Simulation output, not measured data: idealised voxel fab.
This is a process module. Its name is voxel capacitor over wiring.
It is cross-section cut that appears here, measuring 255 nm in width, its square cells being 5 nm in size.
Format of a cross-section: grid, square cells. Given as bands. Order: top down. Band: one or more rows of cells. Look at the band entry: it leads with the top's height and the bottom's height in nm. Then it lists the materials left to right, with a width in nm for each. The word "full width" on a single material says that material fills the band edge to edge. The word "blank" is empty space. Measure heights from 0. That's the level where, below it, the as-received wafer is all one material. The lowest band is bottomless and extends downward; write it as in "0 nm and below". So if you see something like "30..40" for the width, read it as the top row of the band sitting at the first number and the bottom row at the second, with every row in between moving by the same amount as the last. Where the words "same as before" appear for a step, the cross-section shows no cell changed by that step; every cell remained as before. So "Enclosed void catalog" is basically the list of trapped voids: any empty space of 8 cells or more that can't reach the top through an opening. They're written width x height at distance, the distance being from the left edge, and it's all nm. Where a step's line continues beyond its settings, the continuation is a remark by the simulator itself on that step. overlay nm: mask offset rightward from planned place, masked step; negative means leftward offset. Below you will find pairs of cross-sections. In each, one shows the wafer before one process step and the other after it, with the after view ending at the lowest band that changed. Under each pair is the step separating them, along with its settings. Do not assume the pairs form a chain: they can come from different runs of this module on the same starting wafer, and a pair continues from the pair above it only when its "Before-step section" entry says so.
Before-step section:
	0 nm and below = Si full width
	Enclosed void catalog: none
Result of Step:
	15 nm to 0 nm = SiO2 full width
	Rest of section, below 0: as before.
	Enclosed void catalog: none
Between the two cross-sections above, the process step reads CONFORMAL_DEP [material SiO2] [thk nm 15]
Before-step section: The structure entering this step is exactly what the pair just above shows after its step.
Result of Step:
	20 nm to 15 nm = TiN full width
	Rest of section, below 15: as before.
	Enclosed void catalog: none
Between the two cross-sections above, the process step reads DIRECTIONAL_DEP [material TiN] [thk nm 5]
Before-step section: The structure entering this step is exactly what the pair just above shows after its step.
Result of Step:
	35 nm to 20 nm = W full width
	Rest of section, below 20: as before.
	Enclosed void catalog: none
Between the two cross-sections above, the process step reads DIRECTIONAL_DEP [material W] [thk nm 15]
Before-step section: The structure entering this step is exactly what the pair just above shows after its step.
Result of Step:
	35 nm to 20 nm = blank 70 | W 25 | blank 60 | W 25 | blank 75
	Rest of section, below 20: as before.
	Enclosed void catalog: none
Between the two cross-sections above, the process step reads MASKED_ETCH [tone cover] [mask id METAL_1] [width nm 25] [pitch nm 85] [etch materials W] [depth nm 15] [overlay nm 0]
Before-step section: The structure entering this step is exactly what the pair just above shows after its step.
Result of Step:
	35 nm to 20 nm = blank 70 | W 25 | blank 60 | W 25 | blank 75
	20 nm to 15 nm = blank 70 | TiN 25 | blank 60 | TiN 25 | blank 75
	Rest of section, below 15: as before.
	Enclosed void catalog: none
Between the two cross-sections above, the process step reads MASKED_ETCH [tone cover] [mask id METAL_1] [width nm 25] [pitch nm 85] [etch materials TiN] [depth nm 5] [overlay nm 0]
Before-step section: The structure entering this step is exactly what the pair just above shows after its step.
Result of Step:
	40 nm to 35 nm = blank 65 | SiCN 35 | blank 50 | SiCN 35 | blank 70
	35 nm to 20 nm = blank 65 | SiCN 5 | W 25 | SiCN 5 | blank 50 | SiCN 5 | W 25 | SiCN 5 | blank 70
	20 nm to 15 nm = SiCN 70 | TiN 25 | SiCN 60 | TiN 25 | SiCN 75
	Rest of section, below 15: as before.
	Enclosed void catalog: none
Between the two cross-sections above, the process step reads CONFORMAL_DEP [material SiCN] [thk nm 5]
Before-step section: The structure entering this step is exactly what the pair just above shows after its step.
Result of Step:
	50 nm to 40 nm = lowk full width
	40 nm to 35 nm = lowk 65 | SiCN 35 | lowk 50 | SiCN 35 | lowk 70
	35 nm to 20 nm = lowk 65 | SiCN 5 | W 25 | SiCN 5 | lowk 50 | SiCN 5 | W 25 | SiCN 5 | lowk 70
	Rest of section, below 20: as before.
	Enclosed void catalog: none
Between the two cross-sections above, the process step reads FILL_DEP [material lowk] [thk nm 10]
Before-step section: The structure entering this step is exactly what the pair just above shows after its step.
Result of Step:
	35 nm to 20 nm = lowk 65 | SiCN 5 | W 25 | SiCN 5 | lowk 50 | SiCN 5 | W 25 | SiCN 5 | lowk 70
	Rest of section, below 20: as before.
	Enclosed void catalog: none
Between the two cross-sections above, the process step reads CMP [height nm 35]
Before-step section: The structure entering this step is exactly what the pair just above shows after its step.
Result of Step:
	40 nm to 35 nm = SiCN full width
	Rest of section, below 35: as before.
	Enclosed void catalog: none
Between the two cross-sections above, the process step reads CONFORMAL_DEP [material SiCN] [thk nm 5]
Before-step section: The structure entering this step is exactly what the pair just above shows after its step.
Result of Step:
	50 nm to 40 nm = lowk full width
	Rest of section, below 40: as before.
	Enclosed void catalog: none
Between the two cross-sections above, the process step reads DIRECTIONAL_DEP [material lowk] [thk nm 10]
Before-step section: The structure entering this step is exactly what the pair just above shows after its step.
Result of Step:
	65 nm to 50 nm = aC full width
	Rest of section, below 50: as before.
	Enclosed void catalog: none
Between the two cross-sections above, the process step reads DIRECTIONAL_DEP [material aC] [thk nm 15]
Before-step section: The structure entering this step is exactly what the pair just above shows after its step.
Result of Step:
	95 nm to 65 nm = resist 80 | blank 15 | resist 160
	Rest of section, below 65: as before.
	Enclosed void catalog: none
Between the two cross-sections above, the process step reads PATTERN [tone open] [mask id PLUG_1] [material resist] [width nm 15] [thk nm 30] [overlay nm 0]
Before-step section: The structure entering this step is exactly what the pair just above shows after its step.
Result of Step:
	80 nm to 65 nm = resist 80 | blank 15 | resist 160
	65 nm to 50 nm = aC 80 | blank 15 | aC 160
	Rest of section, below 50: as before.
	Enclosed void catalog: none
Between the two cross-sections above, the process step reads DIRECTIONAL_ETCH [etch materials aC] [depth nm 15]
Before-step section: The structure entering this step is exactly what the pair just above shows after its step.
Result of Step:
	65 nm to 50 nm = aC 80 | blank 15 | aC 160
	Rest of section, below 50: as before.
	Enclosed void catalog: none
Between the two cross-sections above, the process step reads STRIP [etch materials resist]
Before-step section: The structure entering this step is exactly what the pair just above shows after its step.
Result of Step:
	65 nm to 50 nm = aC 80 | blank 15 | aC 160
	50 nm to 40 nm = lowk 80 | blank 15 | lowk 160
	Rest of section, below 40: as before.
	Enclosed void catalog: none
Between the two cross-sections above, the process step reads DIRECTIONAL_ETCH [etch materials lowk] [depth nm 10]
Before-step section: The structure entering this step is exactly what the pair just above shows after its step.
Result of Step:
	65 nm to 50 nm = aC 80 | blank 15 | aC 160
	50 nm to 40 nm = lowk 80 | blank 15 | lowk 160
	40 nm to 35 nm = SiCN 80 | blank 15 | SiCN 160
	Rest of section, below 35: as before.
	Enclosed void catalog: none
Between the two cross-sections above, the process step reads DIRECTIONAL_ETCH [etch materials SiCN] [depth nm 5]
Before-step section: The structure entering this step is exactly what the pair just above shows after its step.
Result of Step:
	50 nm to 40 nm = lowk 80 | blank 15 | lowk 160
	Rest of section, below 40: as before.
	Enclosed void catalog: none
Between the two cross-sections above, the process step reads STRIP [etch materials aC]
Before-step section: The structure entering this step is exactly what the pair just above shows after its step.
Result of Step:
	55 nm to 50 nm = TiN 85 | blank 5 | TiN 165
	50 nm to 40 nm = lowk 80 | TiN 5 | blank 5 | TiN 5 | lowk 160
	40 nm to 35 nm = SiCN 80 | TiN 15 | SiCN 160
	Rest of section, below 35: as before.
	Enclosed void catalog: none
Between the two cross-sections above, the process step reads CONFORMAL_DEP [material TiN] [thk nm 5]
Before-step section: The structure entering this step is exactly what the pair just above shows after its step.
Result of Step:
	60 nm to 55 nm = Cu full width
	55 nm to 50 nm = TiN 85 | Cu 5 | TiN 165
	50 nm to 40 nm = lowk 80 | TiN 5 | Cu 5 | TiN 5 | lowk 160
	Rest of section, below 40: as before.
	Enclosed void catalog: none
Between the two cross-sections above, the process step reads FILL_DEP [material Cu] [thk nm 5]
Before-step section: The structure entering this step is exactly what the pair just above shows after its step.
Result of Step:
	50 nm to 40 nm = lowk 80 | TiN 5 | Cu 5 | TiN 5 | lowk 160
	Rest of section, below 40: as before.
	Enclosed void catalog: none
Between the two cross-sections above, the process step reads CMP [height nm 50]
Before-step section: The structure entering this step is exactly what the pair just above shows after its step.
Result of Step:
	55 nm to 50 nm = TiN full width
	Rest of section, below 50: as before.
	Enclosed void catalog: none
Between the two cross-sections above, the process step reads DIRECTIONAL_DEP [material TiN] [thk nm 5]
Before-step section: The structure entering this step is exactly what the pair just above shows after its step.
Result of Step:
	60 nm to 55 nm = HfO2 full width
	Rest of section, below 55: as before.
	Enclosed void catalog: none
Between the two cross-sections above, the process step reads DIRECTIONAL_DEP [material HfO2] [thk nm 5]
Before-step section: The structure entering this step is exactly what the pair just above shows after its step.
Result of Step:
	70 nm to 60 nm = TiN full width
	Rest of section, below 60: as before.
	Enclosed void catalog: none
Between the two cross-sections above, the process step reads DIRECTIONAL_DEP [material TiN] [thk nm 10]
Before-step section: The structure entering this step is exactly what the pair just above shows after its step.
Result of Step:
	85 nm to 70 nm = aC full width
	Rest of section, below 70: as before.
	Enclosed void catalog: none
Between the two cross-sections above, the process step reads DIRECTIONAL_DEP [material aC] [thk nm 15]
Before-step section: The structure entering this step is exactly what the pair just above shows after its step.
Result of Step:
	120 nm to 85 nm = blank 80 | resist 65 | blank 110
	Rest of section, below 85: as before.
	Enclosed void catalog: none
Between the two cross-sections above, the process step reads PATTERN [tone cover] [mask id UPPER_PLATE] [material resist] [width nm 65] [thk nm 35] [overlay nm 0]
Before-step section: The structure entering this step is exactly what the pair just above shows after its step.
Result of Step:
	105 nm to 85 nm = blank 80 | resist 65 | blank 110
	85 nm to 70 nm = blank 80 | aC 65 | blank 110
	Rest of section, below 70: as before.
	Enclosed void catalog: none
Between the two cross-sections above, the process step reads DIRECTIONAL_ETCH [etch materials aC] [depth nm 15]
Before-step section: The structure entering this step is exactly what the pair just above shows after its step.
Result of Step:
	85 nm to 70 nm = blank 80 | aC 65 | blank 110
	Rest of section, below 70: as before.
	Enclosed void catalog: none
Between the two cross-sections above, the process step reads STRIP [etch materials resist]
Before-step section: The structure entering this step is exactly what the pair just above shows after its step.
Result of Step:
	85 nm to 70 nm = blank 80 | aC 65 | blank 110
	70 nm to 60 nm = blank 80 | TiN 65 | blank 110
	Rest of section, below 60: as before.
	Enclosed void catalog: none
Between the two cross-sections above, the process step reads DIRECTIONAL_ETCH [etch materials TiN] [depth nm 10]
Before-step section: The structure entering this step is exactly what the pair just above shows after its step.
Result of Step:
	85 nm to 70 nm = blank 80 | aC 65 | blank 110
	70 nm to 60 nm = blank 80 | TiN 65 | blank 110
	60 nm to 55 nm = blank 80 | HfO2 65 | blank 110
	Rest of section, below 55: as before.
	Enclosed void catalog: none
Between the two cross-sections above, the process step reads DIRECTIONAL_ETCH [etch materials HfO2] [depth nm 5]
Before-step section: The structure entering this step is exactly what the pair just above shows after its step.
Result of Step:
	70 nm to 60 nm = blank 80 | TiN 65 | blank 110
	Rest of section, below 60: as before.
	Enclosed void catalog: none
Between the two cross-sections above, the process step reads STRIP [etch materials aC]
Before-step section: The structure entering this step is exactly what the pair just above shows after its step.
Result of Step:
	85 nm to 70 nm = blank 80 | aC 65 | blank 110
	70 nm to 60 nm = aC 80 | TiN 65 | aC 110
	60 nm to 55 nm = aC 80 | HfO2 65 | aC 110
	Rest of section, below 55: as before.
	Enclosed void catalog: none
Between the two cross-sections above, the process step reads DIRECTIONAL_DEP [material aC] [thk nm 15]
Before-step section: The structure entering this step is exactly what the pair just above shows after its step.
Result of Step:
	115 nm to 85 nm = blank 75 | resist 75 | blank 105
	85 nm to 70 nm = blank 75 | resist 5 | aC 65 | resist 5 | blank 105
	Rest of section, below 70: as before.
	Enclosed void catalog: none
Between the two cross-sections above, the process step reads PATTERN [tone cover] [mask id LOWER_PLATE] [material resist] [width nm 75] [thk nm 30] [overlay nm 0]
Before-step section: The structure entering this step is exactly what the pair just above shows after its step.
Result of Step:
	100 nm to 85 nm = blank 75 | resist 75 | blank 105
	85 nm to 70 nm = blank 75 | resist 5 | aC 65 | resist 5 | blank 105
	70 nm to 60 nm = blank 75 | aC 5 | TiN 65 | aC 5 | blank 105
	60 nm to 55 nm = blank 75 | aC 5 | HfO2 65 | aC 5 | blank 105
	Rest of section, below 55: as before.
	Enclosed void catalog: none
Between the two cross-sections above, the process step reads DIRECTIONAL_ETCH [etch materials aC] [depth nm 15]
Before-step section: The structure entering this step is exactly what the pair just above shows after its step.
Result of Step:
	85 nm to 70 nm = blank 80 | aC 65 | blank 110
	Rest of section, below 70: as before.
	Enclosed void catalog: none
Between the two cross-sections above, the process step reads STRIP [etch materials resist]
Before-step section: The structure entering this step is exactly what the pair just above shows after its step.
Result of Step:
	85 nm to 70 nm = blank 80 | aC 65 | blank 110
	70 nm to 60 nm = blank 75 | aC 5 | TiN 65 | aC 5 | blank 105
	60 nm to 55 nm = blank 75 | aC 5 | HfO2 65 | aC 5 | blank 105
	55 nm to 50 nm = blank 75 | TiN 75 | blank 105
	Rest of section, below 50: as before.
	Enclosed void catalog: none
Between the two cross-sections above, the process step reads DIRECTIONAL_ETCH [etch materials TiN] [depth nm 5]
Before-step section: The structure entering this step is exactly what the pair just above shows after its step.
Result of Step:
	70 nm to 60 nm = blank 80 | TiN 65 | blank 110
	60 nm to 55 nm = blank 80 | HfO2 65 | blank 110
	Rest of section, below 55: as before.
	Enclosed void catalog: none
Between the two cross-sections above, the process step reads STRIP [etch materials aC]
Before-step section: The structure entering this step is exactly what the pair just above shows after its step.
Result of Step:
	90 nm to 70 nm = SiO2 full width
	70 nm to 60 nm = SiO2 80 | TiN 65 | SiO2 110
	60 nm to 55 nm = SiO2 80 | HfO2 65 | SiO2 110
	55 nm to 50 nm = SiO2 75 | TiN 75 | SiO2 105
	Rest of section, below 50: as before.
	Enclosed void catalog: none
Between the two cross-sections above, the process step reads FILL_DEP [material SiO2] [thk nm 20]
Before-step section: The structure entering this step is exactly what the pair just above shows after its step.
Result of Step:
	85 nm to 70 nm = SiO2 full width
	Rest of section, below 70: as before.
	Enclosed void catalog: none
Between the two cross-sections above, the process step reads CMP [height nm 85]
Before-step section: The structure entering this step is exactly what the pair just above shows after its step.
Result of Step:
	100 nm to 85 nm = resist 90 | blank 15 | resist 150
	Rest of section, below 85: as before.
	Enclosed void catalog: none
Between the two cross-sections above, the process step reads PATTERN [tone open] [mask id PLUG_2] [material resist] [width nm 15] [thk nm 15] [overlay nm 0]
Before-step section: The structure entering this step is exactly what the pair just above shows after its step.
Result of Step:
	100 nm to 85 nm = resist 90 | blank 15 | resist 150
	85 nm to 70 nm = SiO2 90 | blank 15 | SiO2 150
	Rest of section, below 70: as before.
	Enclosed void catalog: none
Between the two cross-sections above, the process step reads DIRECTIONAL_ETCH [etch materials SiO2] [depth nm 15]
Before-step section: The structure entering this step is exactly what the pair just above shows after its step.
Result of Step:
	85 nm to 70 nm = SiO2 90 | blank 15 | SiO2 150
	Rest of section, below 70: as before.
	Enclosed void catalog: none
Between the two cross-sections above, the process step reads STRIP [etch materials resist]
Before-step section: The structure entering this step is exactly what the pair just above shows after its step.
Result of Step:
	90 nm to 85 nm = TiN 95 | blank 5 | TiN 155
	85 nm to 75 nm = SiO2 90 | TiN 5 | blank 5 | TiN 5 | SiO2 150
	75 nm to 70 nm = SiO2 90 | TiN 15 | SiO2 150
	Rest of section, below 70: as before.
	Enclosed void catalog: none
Between the two cross-sections above, the process step reads CONFORMAL_DEP [material TiN] [thk nm 5]
Before-step section: The structure entering this step is exactly what the pair just above shows after its step.
Result of Step:
	95 nm to 90 nm = Cu full width
	90 nm to 85 nm = TiN 95 | Cu 5 | TiN 155
	85 nm to 75 nm = SiO2 90 | TiN 5 | Cu 5 | TiN 5 | SiO2 150
	Rest of section, below 75: as before.
	Enclosed void catalog: none
Between the two cross-sections above, the process step reads FILL_DEP [material Cu] [thk nm 5]
Before-step section: The structure entering this step is exactly what the pair just above shows after its step.
Result of Step:
	85 nm to 75 nm = SiO2 90 | TiN 5 | Cu 5 | TiN 5 | SiO2 150
	Rest of section, below 75: as before.
	Enclosed void catalog: none
Between the two cross-sections above, the process step reads CMP [height nm 85]
Before-step section: The structure entering this step is exactly what the pair just above shows after its step.
Result of Step:
	90 nm to 85 nm = SiCN full width
	Rest of section, below 85: as before.
	Enclosed void catalog: none
Between the two cross-sections above, the process step reads CONFORMAL_DEP [material SiCN] [thk nm 5]
Before-step section:
	20 nm to 15 nm = TiN full width
	15 nm to 0 nm = SiO2 full width
	0 nm and below = Si full width
	Enclosed void catalog: none
Result of Step:
	20 nm to 15 nm = blank 70 | TiN 25 | blank 60 | TiN 25 | blank 75
	Rest of section, below 15: as before.
	Enclosed void catalog: none
Between the two cross-sections above, the process step reads MASKED_ETCH [tone cover] [mask id METAL_1] [width nm 25] [pitch nm 85] [etch materials TiN] [depth nm 5] [overlay nm 0]
Before-step section: The structure entering this step is exactly what the pair just above shows after its step.
Result of Step:
	25 nm to 20 nm = blank 65 | SiCN 35 | blank 50 | SiCN 35 | blank 70
	20 nm to 15 nm = SiCN 70 | TiN 25 | SiCN 60 | TiN 25 | SiCN 75
	Rest of section, below 15: as before.
	Enclosed void catalog: none
Between the two cross-sections above, the process step reads CONFORMAL_DEP [material SiCN] [thk nm 5]
Before-step section: The structure entering this step is exactly what the pair just above shows after its step.
Result of Step:
	35 nm to 25 nm = lowk full width
	25 nm to 20 nm = lowk 65 | SiCN 35 | lowk 50 | SiCN 35 | lowk 70
	Rest of section, below 20: as before.
	Enclosed void catalog: none
Between the two cross-sections above, the process step reads FILL_DEP [material lowk] [thk nm 10]
Before-step section: The structure entering this step is exactly what the pair just above shows after its step.
Result of Step:
	40 nm to 35 nm = SiCN full width
	Rest of section, below 35: as before.
	Enclosed void catalog: none
Between the two cross-sections above, the process step reads CONFORMAL_DEP [material SiCN] [thk nm 5]
Before-step section: The structure entering this step is exactly what the pair just above shows after its step.
Result of Step:
	50 nm to 40 nm = lowk full width
	Rest of section, below 40: as before.
	Enclosed void catalog: none
Between the two cross-sections above, the process step reads DIRECTIONAL_DEP [material lowk] [thk nm 10]
Before-step section: The structure entering this step is exactly what the pair just above shows after its step.
Result of Step:
	65 nm to 50 nm = aC full width
	Rest of section, below 50: as before.
	Enclosed void catalog: none
Between the two cross-sections above, the process step reads DIRECTIONAL_DEP [material aC] [thk nm 15]
Before-step section: The structure entering this step is exactly what the pair just above shows after its step.
Result of Step:
	95 nm to 65 nm = resist 80 | blank 15 | resist 160
	Rest of section, below 65: as before.
	Enclosed void catalog: none
Between the two cross-sections above, the process step reads PATTERN [tone open] [mask id PLUG_1] [material resist] [width nm 15] [thk nm 30] [overlay nm 0]
Before-step section: The structure entering this step is exactly what the pair just above shows after its step.
Result of Step:
	80 nm to 65 nm = resist 80 | blank 15 | resist 160
	65 nm to 50 nm = aC 80 | blank 15 | aC 160
	Rest of section, below 50: as before.
	Enclosed void catalog: none
Between the two cross-sections above, the process step reads DIRECTIONAL_ETCH [etch materials aC] [depth nm 15]
Before-step section: The structure entering this step is exactly what the pair just above shows after its step.
Result of Step:
	65 nm to 50 nm = aC 80 | blank 15 | aC 160
	Rest of section, below 50: as before.
	Enclosed void catalog: none
Between the two cross-sections above, the process step reads STRIP [etch materials resist]
Before-step section: The structure entering this step is exactly what the pair just above shows after its step.
Result of Step:
	65 nm to 50 nm = aC 80 | blank 15 | aC 160
	50 nm to 40 nm = lowk 80 | blank 15 | lowk 160
	Rest of section, below 40: as before.
	Enclosed void catalog: none
Between the two cross-sections above, the process step reads DIRECTIONAL_ETCH [etch materials lowk] [depth nm 10]
Before-step section: The structure entering this step is exactly what the pair just above shows after its step.
Result of Step:
	65 nm to 50 nm = aC 80 | blank 15 | aC 160
	50 nm to 40 nm = lowk 80 | blank 15 | lowk 160
	40 nm to 35 nm = SiCN 80 | blank 15 | SiCN 160
	Rest of section, below 35: as before.
	Enclosed void catalog: none
Between the two cross-sections above, the process step reads DIRECTIONAL_ETCH [etch materials SiCN] [depth nm 5]
Before-step section: The structure entering this step is exactly what the pair just above shows after its step.
Result of Step:
	50 nm to 40 nm = lowk 80 | blank 15 | lowk 160
	Rest of section, below 40: as before.
	Enclosed void catalog: none
Between the two cross-sections above, the process step reads STRIP [etch materials aC]
Before-step section: The structure entering this step is exactly what the pair just above shows after its step.
Result of Step:
	55 nm to 50 nm = TiN 85 | blank 5 | TiN 165
	50 nm to 40 nm = lowk 80 | TiN 5 | blank 5 | TiN 5 | lowk 160
	40 nm to 35 nm = SiCN 80 | TiN 15 | SiCN 160
	Rest of section, below 35: as before.
	Enclosed void catalog: none
Between the two cross-sections above, the process step reads CONFORMAL_DEP [material TiN] [thk nm 5]
Before-step section: The structure entering this step is exactly what the pair just above shows after its step.
Result of Step:
	60 nm to 55 nm = Cu full width
	55 nm to 50 nm = TiN 85 | Cu 5 | TiN 165
	50 nm to 40 nm = lowk 80 | TiN 5 | Cu 5 | TiN 5 | lowk 160
	Rest of section, below 40: as before.
	Enclosed void catalog: none
Between the two cross-sections above, the process step reads FILL_DEP [material Cu] [thk nm 5]
Before-step section: The structure entering this step is exactly what the pair just above shows after its step.
Result of Step:
	50 nm to 40 nm = lowk 80 | TiN 5 | Cu 5 | TiN 5 | lowk 160
	Rest of section, below 40: as before.
	Enclosed void catalog: none
Between the two cross-sections above, the process step reads CMP [height nm 50]
Before-step section: The structure entering this step is exactly what the pair just above shows after its step.
Result of Step:
	55 nm to 50 nm = TiN full width
	Rest of section, below 50: as before.
	Enclosed void catalog: none
Between the two cross-sections above, the process step reads DIRECTIONAL_DEP [material TiN] [thk nm 5]
Before-step section: The structure entering this step is exactly what the pair just above shows after its step.
Result of Step:
	60 nm to 55 nm = HfO2 full width
	Rest of section, below 55: as before.
	Enclosed void catalog: none
Between the two cross-sections above, the process step reads DIRECTIONAL_DEP [material HfO2] [thk nm 5]
Before-step section: The structure entering this step is exactly what the pair just above shows after its step.
Result of Step:
	70 nm to 60 nm = TiN full width
	Rest of section, below 60: as before.
	Enclosed void catalog: none
Between the two cross-sections above, the process step reads DIRECTIONAL_DEP [material TiN] [thk nm 10]
Before-step section: The structure entering this step is exactly what the pair just above shows after its step.
Result of Step:
	85 nm to 70 nm = aC full width
	Rest of section, below 70: as before.
	Enclosed void catalog: none
Between the two cross-sections above, the process step reads DIRECTIONAL_DEP [material aC] [thk nm 15]
Before-step section: The structure entering this step is exactly what the pair just above shows after its step.
Result of Step:
	120 nm to 85 nm = blank 80 | resist 65 | blank 110
	Rest of section, below 85: as before.
	Enclosed void catalog: none
Between the two cross-sections above, the process step reads PATTERN [tone cover] [mask id UPPER_PLATE] [material resist] [width nm 65] [thk nm 35] [overlay nm 0]
Before-step section: The structure entering this step is exactly what the pair just above shows after its step.
Result of Step:
	105 nm to 85 nm = blank 80 | resist 65 | blank 110
	85 nm to 70 nm = blank 80 | aC 65 | blank 110
	Rest of section, below 70: as before.
	Enclosed void catalog: none
Between the two cross-sections above, the process step reads DIRECTIONAL_ETCH [etch materials aC] [depth nm 15]
Before-step section: The structure entering this step is exactly what the pair just above shows after its step.
Result of Step:
	85 nm to 70 nm = blank 80 | aC 65 | blank 110
	Rest of section, below 70: as before.
	Enclosed void catalog: none
Between the two cross-sections above, the process step reads STRIP [etch materials resist]
Before-step section: The structure entering this step is exactly what the pair just above shows after its step.
Result of Step:
	85 nm to 70 nm = blank 80 | aC 65 | blank 110
	70 nm to 60 nm = blank 80 | TiN 65 | blank 110
	Rest of section, below 60: as before.
	Enclosed void catalog: none
Between the two cross-sections above, the process step reads DIRECTIONAL_ETCH [etch materials TiN] [depth nm 10]
Before-step section: The structure entering this step is exactly what the pair just above shows after its step.
Result of Step:
	85 nm to 70 nm = blank 80 | aC 65 | blank 110
	70 nm to 60 nm = blank 80 | TiN 65 | blank 110
	60 nm to 55 nm = blank 80 | HfO2 65 | blank 110
	Rest of section, below 55: as before.
	Enclosed void catalog: none
Between the two cross-sections above, the process step reads DIRECTIONAL_ETCH [etch materials HfO2] [depth nm 5]
Before-step section: The structure entering this step is exactly what the pair just above shows after its step.
Result of Step:
	70 nm to 60 nm = blank 80 | TiN 65 | blank 110
	Rest of section, below 60: as before.
	Enclosed void catalog: none
Between the two cross-sections above, the process step reads STRIP [etch materials aC]
Before-step section: The structure entering this step is exactly what the pair just above shows after its step.
Result of Step:
	85 nm to 70 nm = blank 80 | aC 65 | blank 110
	70 nm to 60 nm = aC 80 | TiN 65 | aC 110
	60 nm to 55 nm = aC 80 | HfO2 65 | aC 110
	Rest of section, below 55: as before.
	Enclosed void catalog: none
Between the two cross-sections above, the process step reads DIRECTIONAL_DEP [material aC] [thk nm 15]
Before-step section: The structure entering this step is exactly what the pair just above shows after its step.
Result of Step:
	115 nm to 85 nm = blank 75 | resist 75 | blank 105
	85 nm to 70 nm = blank 75 | resist 5 | aC 65 | resist 5 | blank 105
	Rest of section, below 70: as before.
	Enclosed void catalog: none
Between the two cross-sections above, the process step reads PATTERN [tone cover] [mask id LOWER_PLATE] [material resist] [width nm 75] [thk nm 30] [overlay nm 0]
Before-step section: The structure entering this step is exactly what the pair just above shows after its step.
Result of Step:
	100 nm to 85 nm = blank 75 | resist 75 | blank 105
	85 nm to 70 nm = blank 75 | resist 5 | aC 65 | resist 5 | blank 105
	70 nm to 60 nm = blank 75 | aC 5 | TiN 65 | aC 5 | blank 105
	60 nm to 55 nm = blank 75 | aC 5 | HfO2 65 | aC 5 | blank 105
	Rest of section, below 55: as before.
	Enclosed void catalog: none
Between the two cross-sections above, the process step reads DIRECTIONAL_ETCH [etch materials aC] [depth nm 15]
Before-step section: The structure entering this step is exactly what the pair just above shows after its step.
Result of Step:
	85 nm to 70 nm = blank 80 | aC 65 | blank 110
	Rest of section, below 70: as before.
	Enclosed void catalog: none
Between the two cross-sections above, the process step reads STRIP [etch materials resist]
Before-step section: The structure entering this step is exactly what the pair just above shows after its step.
Result of Step:
	85 nm to 70 nm = blank 80 | aC 65 | blank 110
	70 nm to 60 nm = blank 75 | aC 5 | TiN 65 | aC 5 | blank 105
	60 nm to 55 nm = blank 75 | aC 5 | HfO2 65 | aC 5 | blank 105
	55 nm to 50 nm = blank 75 | TiN 75 | blank 105
	Rest of section, below 50: as before.
	Enclosed void catalog: none
Between the two cross-sections above, the process step reads DIRECTIONAL_ETCH [etch materials TiN] [depth nm 5]
Before-step section: The structure entering this step is exactly what the pair just above shows after its step.
Result of Step:
	70 nm to 60 nm = blank 80 | TiN 65 | blank 110
	60 nm to 55 nm = blank 80 | HfO2 65 | blank 110
	Rest of section, below 55: as before.
	Enclosed void catalog: none
Between the two cross-sections above, the process step reads STRIP [etch materials aC]
Before-step section: The structure entering this step is exactly what the pair just above shows after its step.
Result of Step:
	90 nm to 70 nm = SiO2 full width
	70 nm to 60 nm = SiO2 80 | TiN 65 | SiO2 110
	60 nm to 55 nm = SiO2 80 | HfO2 65 | SiO2 110
	55 nm to 50 nm = SiO2 75 | TiN 75 | SiO2 105
	Rest of section, below 50: as before.
	Enclosed void catalog: none
Between the two cross-sections above, the process step reads FILL_DEP [material SiO2] [thk nm 20]
Before-step section: The structure entering this step is exactly what the pair just above shows after its step.
Result of Step:
	85 nm to 70 nm = SiO2 full width
	Rest of section, below 70: as before.
	Enclosed void catalog: none
Between the two cross-sections above, the process step reads CMP [height nm 85]
Before-step section: The structure entering this step is exactly what the pair just above shows after its step.
Result of Step:
	100 nm to 85 nm = resist 90 | blank 15 | resist 150
	Rest of section, below 85: as before.
	Enclosed void catalog: none
Between the two cross-sections above, the process step reads PATTERN [tone open] [mask id PLUG_2] [material resist] [width nm 15] [thk nm 15] [overlay nm 0]
Before-step section: The structure entering this step is exactly what the pair just above shows after its step.
Result of Step:
	100 nm to 85 nm = resist 90 | blank 15 | resist 150
	85 nm to 70 nm = SiO2 90 | blank 15 | SiO2 150
	Rest of section, below 70: as before.
	Enclosed void catalog: none
Between the two cross-sections above, the process step reads DIRECTIONAL_ETCH [etch materials SiO2] [depth nm 15]
Before-step section: The structure entering this step is exactly what the pair just above shows after its step.
Result of Step:
	85 nm to 70 nm = SiO2 90 | blank 15 | SiO2 150
	Rest of section, below 70: as before.
	Enclosed void catalog: none
Between the two cross-sections above, the process step reads STRIP [etch materials resist]
Before-step section: The structure entering this step is exactly what the pair just above shows after its step.
Result of Step:
	90 nm to 85 nm = TiN 95 | blank 5 | TiN 155
	85 nm to 75 nm = SiO2 90 | TiN 5 | blank 5 | TiN 5 | SiO2 150
	75 nm to 70 nm = SiO2 90 | TiN 15 | SiO2 150
	Rest of section, below 70: as before.
	Enclosed void catalog: none
Between the two cross-sections above, the process step reads CONFORMAL_DEP [material TiN] [thk nm 5]
Before-step section: The structure entering this step is exactly what the pair just above shows after its step.
Result of Step:
	95 nm to 90 nm = Cu full width
	90 nm to 85 nm = TiN 95 | Cu 5 | TiN 155
	85 nm to 75 nm = SiO2 90 | TiN 5 | Cu 5 | TiN 5 | SiO2 150
	Rest of section, below 75: as before.
	Enclosed void catalog: none
Between the two cross-sections above, the process step reads FILL_DEP [material Cu] [thk nm 5]
Before-step section: The structure entering this step is exactly what the pair just above shows after its step.
Result of Step:
	85 nm to 75 nm = SiO2 90 | TiN 5 | Cu 5 | TiN 5 | SiO2 150
	Rest of section, below 75: as before.
	Enclosed void catalog: none
Between the two cross-sections above, the process step reads CMP [height nm 85]
Before-step section: The structure entering this step is exactly what the pair just above shows after its step.
Result of Step:
	90 nm to 85 nm = SiCN full width
	Rest of section, below 85: as before.
	Enclosed void catalog: none
Between the two cross-sections above, the process step reads CONFORMAL_DEP [material SiCN] [thk nm 5]
Before-step section:
	15 nm to 0 nm = SiO2 full width
	0 nm and below = Si full width
	Enclosed void catalog: none
Result of Step:
	30 nm to 0 nm = SiO2 full width
	Rest of section, below 0: as before.
	Enclosed void catalog: none
Between the two cross-sections above, the process step reads CONFORMAL_DEP [material SiO2] [thk nm 15]
Before-step section: The structure entering this step is exactly what the pair just above shows after its step.
Result of Step:
	35 nm to 30 nm = TiN full width
	Rest of section, below 30: as before.
	Enclosed void catalog: none
Between the two cross-sections above, the process step reads DIRECTIONAL_DEP [material TiN] [thk nm 5]
Before-step section: The structure entering this step is exactly what the pair just above shows after its step.
Result of Step:
	50 nm to 35 nm = W full width
	Rest of section, below 35: as before.
	Enclosed void catalog: none
Between the two cross-sections above, the process step reads DIRECTIONAL_DEP [material W] [thk nm 15]
